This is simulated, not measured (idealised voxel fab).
Documented hereafter: the process module known as voxel transistor to metal.
Section cut is 200 nm wide and gridded with 5 nm square cells.
Heads up, the way a cross-section reads in here is a grid of square cells, handed over as bands from the top down, with every band being one or more rows of cells.
This entry defines a band. It first specifies the height of the band's top and the height of its bottom in nm, and then specifies the band's materials from left to right, stating each material with its width in nm. The word "throughout" identifies a single material that fills the band from edge to edge, while the word "blank" identifies empty space.
Zero point of the height axis is 0; under it, received wafer = one material. Lowest band: continues down indefinitely, "0 -> down".
A two-number width, for instance "30..40", indicates that the width is equal to the first number in the top row of the band and to the second number in the bottom row, and that it changes by a constant amount per row of cells.
A step reported as "everything unchanged" is a step in which no cell of the cross-section changed.
Under "Enclosed empty spaces" you'll find the enclosed gaps, the ones with no way out to the top, that are 8 cells or bigger; each reads width x height at distance, with distance counted from the left edge, everything in nm.
Note: text after step settings on the step line = simulator remark on that step.
For masked steps, "overlay nm" on the step line gives how far right of plan the mask actually lay; a minus sign means it lay to the left.
[The steps planned for the process are as follows]
| 1 | RECEIVE: material Si |
| 2 | OXIDIZE: depth nm 5 |
| 3 | CONFORMAL_DEP: material SiN, thk nm 10 |
| 4 | DIRECTIONAL_DEP: material aC, thk nm 10 |
| 5 | PATTERN: tone cover, mask id ACTIVE, material resist, width nm 115, thk nm 30, overlay nm 0 |
| 6 | DIRECTIONAL_ETCH: etch materials aC, depth nm 10 |
| 7 | STRIP: etch materials resist |
| 8 | DIRECTIONAL_ETCH: etch materials SiN, depth nm 10 |
| 9 | DIRECTIONAL_ETCH: etch materials SiO2, depth nm 5 |
| 10 | DIRECTIONAL_ETCH: etch materials Si, depth nm 20 |
| 11 | STRIP: etch materials aC |
| 12 | OXIDIZE: depth nm 5 |
| 13 | FILL_DEP: material SiO2, thk nm 5 |
| 14 | CMP: height nm 10 |
| 15 | SELECTIVE_ETCH: etch materials SiO2, depth nm 5 |
| 16 | STRIP: etch materials SiN |
| 17 | SELECTIVE_ETCH: etch materials SiO2, depth nm 5 |
| 18 | OXIDIZE: depth nm 5 |
| 19 | DIRECTIONAL_DEP: material polySi, thk nm 25 |
| 20 | DIRECTIONAL_DEP: material SiCN, thk nm 15 |
| 21 | PATTERN: tone cover, mask id GATE, material resist, width nm 25, thk nm 15, overlay nm 0 |
| 22 | DIRECTIONAL_ETCH: etch materials SiCN, depth nm 25 |
| 23 | DIRECTIONAL_ETCH: etch materials polySi, depth nm 35 |
| 24 | STRIP: etch materials resist |
| 25 | CONFORMAL_DEP: material SiN, thk nm 5 |
| 26 | DIRECTIONAL_ETCH: etch materials SiN, depth nm 5 |
| 27 | DIRECTIONAL_ETCH: etch materials SiO2, depth nm 5 |
| 28 | DIRECTIONAL_ETCH: etch materials Si, depth nm 10 |
| 29 | EPI: material pSi, thk nm 15 |
| 30 | FILL_DEP: material SiO2, thk nm 10 |
| 31 | CMP: height nm 20 |
| 32 | STRIP: etch materials polySi |
| 33 | SELECTIVE_ETCH: etch materials SiO2, depth nm 5 |
| 34 | CONFORMAL_DEP: material HfO2, thk nm 5 |
| 35 | CONFORMAL_DEP: material TiN, thk nm 5 |
| 36 | FILL_DEP: material W, thk nm 10 |
| 37 | CMP: height nm 15 |
| 38 | DIRECTIONAL_DEP: material SiO2, thk nm 10 |
| 39 | MASKED_ETCH: tone open, mask id CONTACT, width nm 15, pitch nm 80, etch materials SiO2, depth nm 30, overlay nm 0 |
| 40 | CONFORMAL_DEP: material TiN, thk nm 5 |
| 41 | FILL_DEP: material Ru, thk nm 10 |
| 42 | CMP: height nm 25 |
| 43 | CONFORMAL_DEP: material SiN, thk nm 5 |
| 44 | DIRECTIONAL_DEP: material SiO2, thk nm 20 |
| 45 | MASKED_ETCH: tone open, mask id METAL_1, width nm 15, pitch nm 80, etch materials SiO2, depth nm 20, overlay nm 0 |
| 46 | MASKED_ETCH: tone open, mask id METAL_1, width nm 15, pitch nm 80, etch materials SiN, depth nm 5, overlay nm 0 |
| 47 | CONFORMAL_DEP: material TiN, thk nm 5 |
| 48 | FILL_DEP: material Cu, thk nm 5 |
| 49 | CMP: height nm 50 |
| 50 | EPI: material Ru, thk nm 5 |
| 51 | FILL_DEP: material SiCN, thk nm 5 |
Wafers differ in width nm at step 21; plan lists the first wafer's value; identical starting state.
[Step 1 complete: as-received cross-section of the first of several wafers]
    0 -> down  Si throughout
    Enclosed empty spaces: none
[Here is the cross-section of the first of several wafers at the end of the module, after its last step, step 51]
    60 -> 55  SiCN throughout
    55 -> 50  SiCN (45), then Ru (25), then SiCN (55), then Ru (25), then SiCN (50)
    50 -> 30  SiO2 (50), then TiN (5), then Cu (5), then TiN (5), then SiO2 (65), then TiN (5), then Cu (5), then TiN (5), then SiO2 (55)
    30 -> 25  SiN (50), then TiN (15), then SiN (65), then TiN (15), then SiN (55)
    25 -> 15  SiO2 (50), then TiN (5), then Ru (5), then TiN (5), then SiO2 (65), then TiN (5), then Ru (5), then TiN (5), then SiO2 (55)
    15 -> 5  SiO2 (50), then TiN (5), then Ru (5), then TiN (5), then SiO2 (15), then SiN (5), then HfO2 (5), then TiN (5), then W (5), then TiN (5), then HfO2 (5), then SiN (5), then SiO2 (15), then TiN (5), then Ru (5), then TiN (5), then SiO2 (55)
    5 -> 0  SiO2 (50), then TiN (5), then Ru (5), then TiN (5), then pSi (15), then SiN (5), then HfO2 (5), then TiN (5), then W (5), then TiN (5), then HfO2 (5), then SiN (5), then pSi (15), then TiN (5), then Ru (5), then TiN (5), then SiO2 (55)
    0 -> -5  SiO2 (35), then SiN (5), then SiO2 (10), then TiN (15), then pSi (15), then SiN (5), then HfO2 (5), then TiN (15), then HfO2 (5), then SiN (5), then pSi (15), then TiN (15), then SiO2 (10), then SiN (5), then SiO2 (40)
    -5 -> -10  SiO2 (40), then pSi (40), then HfO2 (35), then pSi (40), then SiO2 (45)
    -10 -> -20  SiO2 (45), then pSi (35), then Si (35), then pSi (35), then SiO2 (50)
    -20 -> -30  SiO2 (45), then Si (105), then SiO2 (50)
    -30 -> down  Si throughout
    Enclosed empty spaces: none
[Final wafer cross-section at module end]
    60 -> 55  SiCN throughout
    55 -> 50  SiCN (45), then Ru (25), then SiCN (55), then Ru (25), then SiCN (50)
    50 -> 30  SiO2 (50), then TiN (5), then Cu (5), then TiN (5), then SiO2 (65), then TiN (5), then Cu (5), then TiN (5), then SiO2 (55)
    30 -> 25  SiN (50), then TiN (15), then SiN (65), then TiN (15), then SiN (55)
    25 -> 15  SiO2 (50), then TiN (5), then Ru (5), then TiN (5), then SiO2 (65), then TiN (5), then Ru (5), then TiN (5), then SiO2 (55)
    15 -> 10  SiO2 (50), then TiN (5), then Ru (5), then TiN (5), then SiO2 (5), then SiN (5), then HfO2 (5), then TiN (5), then W (30), then TiN (5), then HfO2 (5), then SiN (5), then TiN (5), then Ru (5), then TiN (5), then SiO2 (55)
    10 -> 5  SiO2 (50), then TiN (15), then SiO2 (5), then SiN (5), then HfO2 (5), then TiN (5), then W (30), then TiN (5), then HfO2 (5), then SiN (5), then TiN (15), then SiO2 (55)
    5 -> 0  SiO2 (50), then TiN (5), then pSi (15), then SiN (5), then HfO2 (5), then TiN (5), then W (30), then TiN (5), then HfO2 (5), then SiN (5), then pSi (15), then SiO2 (55)
    0 -> -5  SiO2 (35), then SiN (5), then SiO2 (10), then TiN (5), then pSi (15), then SiN (5), then HfO2 (5), then TiN (40), then HfO2 (5), then SiN (5), then pSi (15), then SiO2 (10), then SiN (5), then SiO2 (40)
    -5 -> -10  SiO2 (40), then pSi (30), then HfO2 (60), then pSi (25), then SiO2 (45)
    -10 -> -20  SiO2 (45), then pSi (25), then Si (60), then pSi (20), then SiO2 (50)
    -20 -> -30  SiO2 (45), then Si (105), then SiO2 (50)
    -30 -> down  Si throughout
    Enclosed empty spaces: none
[The table below has one row for each wafer; a row shows, as of the end of the module, how many cells of each material the wafer has gained, marked (+), or lost, marked (-), since it was received, and then the wafer's closed voids]
width nm 25 | +8 Cu | +15 HfO2 | +20 Ru | -184 Si | +70 SiCN | +44 SiN | +391 SiO2 | +57 TiN | +3 W | +56 pSi | Enclosed empty spaces: none
width nm 30 | +8 Cu | +16 HfO2 | +18 Ru | -182 Si | +70 SiCN | +44 SiN | +389 SiO2 | +58 TiN | +6 W | +53 pSi | Enclosed empty spaces: none
width nm 35 | +8 Cu | +17 HfO2 | +16 Ru | -180 Si | +70 SiCN | +44 SiN | +387 SiO2 | +59 TiN | +9 W | +50 pSi | Enclosed empty spaces: none
width nm 40 | +8 Cu | +18 HfO2 | +16 Ru | -178 Si | +70 SiCN | +44 SiN | +385 SiO2 | +58 TiN | +12 W | +47 pSi | Enclosed empty spaces: none
width nm 45 | +8 Cu | +19 HfO2 | +16 Ru | -176 Si | +70 SiCN | +44 SiN | +383 SiO2 | +57 TiN | +15 W | +44 pSi | Enclosed empty spaces: none
width nm 50 | +8 Cu | +20 HfO2 | +16 Ru | -174 Si | +70 SiCN | +44 SiN | +381 SiO2 | +56 TiN | +18 W | +41 pSi | Enclosed empty spaces: none
